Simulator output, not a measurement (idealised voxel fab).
Herein follows the process module entitled voxel ribs on slabs.
Cross-section cut: width 185 nm, square cells of 5 nm.
Cross-section format: a grid of square cells, given as bands from top to bottom; each band is one or more rows of cells.
What a band's entry tells you: where the top is and where the bottom is, as heights in nm, and after that what lies inside, material by material from left to right, each with its width in nm. Empty space is written as the word "blank", and a single material marked with the word "full width" occupies the band from edge to edge.
Measure heights from 0. That's the level where, below it, the as-received wafer is all one material. The lowest band is bottomless and extends downward; write it as in "top 0, no bottom".
Note: "30..40" means the width goes from the first number (top row of the band) to the second number (bottom row) in equal steps per row of cells.
"nothing changed" means the step left every cell of the cross-section as it was.
Closed empty spaces (no open way to the top) of 8 cells or more are what "closed voids" lists, each as width x height at distance from the left edge, nm for all three.
It should be noted that, on the line of a given step, the content following the step's settings is a remark produced by the simulator itself with respect to that step.
overlay nm: mask right of planned place by this much (step with mask). Neg. = left.

Steps in the process plan:
1. op RECEIVE | material Si
2. op DIRECTIONAL_DEP | material SiO2 | thk nm 25
3. op DIRECTIONAL_DEP | material SiN | thk nm 15
4. op PATTERN | tone cover | mask id RIB | material resist | width nm 30 | thk nm 15 | overlay nm 0
5. op DIRECTIONAL_ETCH | etch materials SiN | depth nm 5
6. op STRIP | etch materials resist
7. op DIRECTIONAL_DEP | material aC | thk nm 10
8. op PATTERN | tone cover | mask id SLAB | material resist | width nm 60 | thk nm 25 | overlay nm 0
9. op DIRECTIONAL_ETCH | etch materials aC | depth nm 10
10. op STRIP | etch materials resist
11. op DIRECTIONAL_ETCH | etch materials SiN | depth nm 10
12. op STRIP | etch materials aC
13. op FILL_DEP | material SiO2 | thk nm 25
14. op CMP | height nm 60
15. op DIRECTIONAL_DEP | material W | thk nm 5
16. op PATTERN | tone cover | mask id HEATER | material resist | width nm 40 | thk nm 15 | overlay nm 0
17. op DIRECTIONAL_ETCH | etch materials W | depth nm 5
18. op STRIP | etch materials resist
19. op CONFORMAL_DEP | material SiN | thk nm 10

The first wafer of two, processed as planned:

Cross-section of the incoming wafer, state after step 1:
- top 0, no bottom  Si full width
- closed voids: none

Cross-section of the wafer subsequent to step 2:
- top 25, bottom 0  SiO2 full width
- Whatever lies below 0 is exactly as it was before.

Cross-section of the wafer subsequent to step 3:
- top 40, bottom 25  SiN full width
- Whatever lies below 25 is exactly as it was before.

Cross-section of the wafer subsequent to step 4:
- top 55, bottom 40  75 of blank; 30 of resist; 80 of blank
- Whatever lies below 40 is exactly as it was before.

Cross-section of the wafer subsequent to step 5:
- top 55, bottom 40  75 of blank; 30 of resist; 80 of blank
- top 40, bottom 35  75 of blank; 30 of SiN; 80 of blank
- Whatever lies below 35 is exactly as it was before.

Cross-section of the wafer subsequent to step 6:
- top 40, bottom 35  75 of blank; 30 of SiN; 80 of blank
- Whatever lies below 35 is exactly as it was before.

Cross-section of the wafer subsequent to step 7:
- top 50, bottom 45  75 of blank; 30 of aC; 80 of blank
- top 45, bottom 40  aC full width
- top 40, bottom 35  75 of aC; 30 of SiN; 80 of aC
- Whatever lies below 35 is exactly as it was before.

Cross-section of the wafer subsequent to step 8:
- top 75, bottom 50  60 of blank; 60 of resist; 65 of blank
- top 50, bottom 45  60 of blank; 15 of resist; 30 of aC; 15 of resist; 65 of blank
- Whatever lies below 45 is exactly as it was before.

Cross-section of the wafer subsequent to step 9:
- top 65, bottom 50  60 of blank; 60 of resist; 65 of blank
- top 50, bottom 45  60 of blank; 15 of resist; 30 of aC; 15 of resist; 65 of blank
- top 45, bottom 40  60 of blank; 60 of aC; 65 of blank
- top 40, bottom 35  60 of blank; 15 of aC; 30 of SiN; 15 of aC; 65 of blank
- Whatever lies below 35 is exactly as it was before.

Cross-section of the wafer subsequent to step 10:
- top 50, bottom 40  75..60 of blank; 30..60 of aC; 80..65 of blank
- Whatever lies below 40 is exactly as it was before.

Cross-section of the wafer subsequent to step 11:
- top 50, bottom 40  75..60 of blank; 30..60 of aC; 80..65 of blank
- top 40, bottom 35  60 of blank; 15 of aC; 30 of SiN; 15 of aC; 65 of blank
- top 35, bottom 25  60 of blank; 60 of SiN; 65 of blank
- Whatever lies below 25 is exactly as it was before.

Cross-section of the wafer subsequent to step 12:
- top 40, bottom 35  75 of blank; 30 of SiN; 80 of blank
- Whatever lies below 35 is exactly as it was before.

Cross-section of the wafer subsequent to step 13:
- top 65, bottom 40  SiO2 full width
- top 40, bottom 35  75 of SiO2; 30 of SiN; 80 of SiO2
- top 35, bottom 25  60 of SiO2; 60 of SiN; 65 of SiO2
- Whatever lies below 25 is exactly as it was before.

Cross-section of the wafer subsequent to step 14:
- top 60, bottom 40  SiO2 full width
- Whatever lies below 40 is exactly as it was before.

Cross-section of the wafer subsequent to step 15:
- top 65, bottom 60  W full width
- Whatever lies below 60 is exactly as it was before.

Cross-section of the wafer subsequent to step 16:
- top 80, bottom 65  70 of blank; 40 of resist; 75 of blank
- Whatever lies below 65 is exactly as it was before.

Cross-section of the wafer subsequent to step 17:
- top 80, bottom 65  70 of blank; 40 of resist; 75 of blank
- top 65, bottom 60  70 of blank; 40 of W; 75 of blank
- Whatever lies below 60 is exactly as it was before.

Cross-section of the wafer subsequent to step 18:
- top 65, bottom 60  70 of blank; 40 of W; 75 of blank
- Whatever lies below 60 is exactly as it was before.

Cross-section of the wafer subsequent to step 19:
- top 75, bottom 70  60 of blank; 60 of SiN; 65 of blank
- top 70, bottom 65  SiN full width
- top 65, bottom 60  70 of SiN; 40 of W; 75 of SiN
- Whatever lies below 60 is exactly as it was before.

Second wafer: same start and same plan as the first, one execution error; identical to the first through step 1:

At the planned end of step 2, the second wafer in cross-section:
- top 25, bottom 0  W full width
- Whatever lies below 0 is exactly as it was before.

At the planned end of step 3, the second wafer in cross-section:
- top 40, bottom 25  SiN full width
- Whatever lies below 25 is exactly as it was before.

At the planned end of step 4, the second wafer in cross-section:
- top 55, bottom 40  75 of blank; 30 of resist; 80 of blank
- Whatever lies below 40 is exactly as it was before.

At the planned end of step 5, the second wafer in cross-section:
- top 55, bottom 40  75 of blank; 30 of resist; 80 of blank
- top 40, bottom 35  75 of blank; 30 of SiN; 80 of blank
- Whatever lies below 35 is exactly as it was before.

At the planned end of step 6, the second wafer in cross-section:
- top 40, bottom 35  75 of blank; 30 of SiN; 80 of blank
- Whatever lies below 35 is exactly as it was before.

At the planned end of step 7, the second wafer in cross-section:
- top 50, bottom 45  75 of blank; 30 of aC; 80 of blank
- top 45, bottom 40  aC full width
- top 40, bottom 35  75 of aC; 30 of SiN; 80 of aC
- Whatever lies below 35 is exactly as it was before.

At the planned end of step 8, the second wafer in cross-section:
- top 75, bottom 50  60 of blank; 60 of resist; 65 of blank
- top 50, bottom 45  60 of blank; 15 of resist; 30 of aC; 15 of resist; 65 of blank
- Whatever lies below 45 is exactly as it was before.

At the planned end of step 9, the second wafer in cross-section:
- top 65, bottom 50  60 of blank; 60 of resist; 65 of blank
- top 50, bottom 45  60 of blank; 15 of resist; 30 of aC; 15 of resist; 65 of blank
- top 45, bottom 40  60 of blank; 60 of aC; 65 of blank
- top 40, bottom 35  60 of blank; 15 of aC; 30 of SiN; 15 of aC; 65 of blank
- Whatever lies below 35 is exactly as it was before.

At the planned end of step 10, the second wafer in cross-section:
- top 50, bottom 40  75..60 of blank; 30..60 of aC; 80..65 of blank
- Whatever lies below 40 is exactly as it was before.

At the planned end of step 11, the second wafer in cross-section:
- top 50, bottom 40  75..60 of blank; 30..60 of aC; 80..65 of blank
- top 40, bottom 35  60 of blank; 15 of aC; 30 of SiN; 15 of aC; 65 of blank
- top 35, bottom 25  60 of blank; 60 of SiN; 65 of blank
- Whatever lies below 25 is exactly as it was before.

At the planned end of step 12, the second wafer in cross-section:
- top 40, bottom 35  75 of blank; 30 of SiN; 80 of blank
- Whatever lies below 35 is exactly as it was before.

At the planned end of step 13, the second wafer in cross-section:
- top 65, bottom 40  SiO2 full width
- top 40, bottom 35  75 of SiO2; 30 of SiN; 80 of SiO2
- top 35, bottom 25  60 of SiO2; 60 of SiN; 65 of SiO2
- Whatever lies below 25 is exactly as it was before.

At the planned end of step 14, the second wafer in cross-section:
- top 60, bottom 40  SiO2 full width
- Whatever lies below 40 is exactly as it was before.

At the planned end of step 15, the second wafer in cross-section:
- top 65, bottom 60  W full width
- Whatever lies below 60 is exactly as it was before.

At the planned end of step 16, the second wafer in cross-section:
- top 80, bottom 65  70 of blank; 40 of resist; 75 of blank
- Whatever lies below 65 is exactly as it was before.

At the planned end of step 17, the second wafer in cross-section:
- top 80, bottom 65  70 of blank; 40 of resist; 75 of blank
- top 65, bottom 60  70 of blank; 40 of W; 75 of blank
- Whatever lies below 60 is exactly as it was before.

At the planned end of step 18, the second wafer in cross-section:
- top 65, bottom 60  70 of blank; 40 of W; 75 of blank
- Whatever lies below 60 is exactly as it was before.

At the planned end of step 19, the second wafer in cross-section:
- top 75, bottom 70  60 of blank; 60 of SiN; 65 of blank
- top 70, bottom 65  SiN full width
- top 65, bottom 60  70 of SiN; 40 of W; 75 of SiN
- Whatever lies below 60 is exactly as it was before.
Deviation from plan: step 2 ran as: op DIRECTIONAL_DEP | material W | thk nm 25
Counted in cells at the end, the second wafer holds more or fewer of these materials than the first: -185 SiO2; +185 W
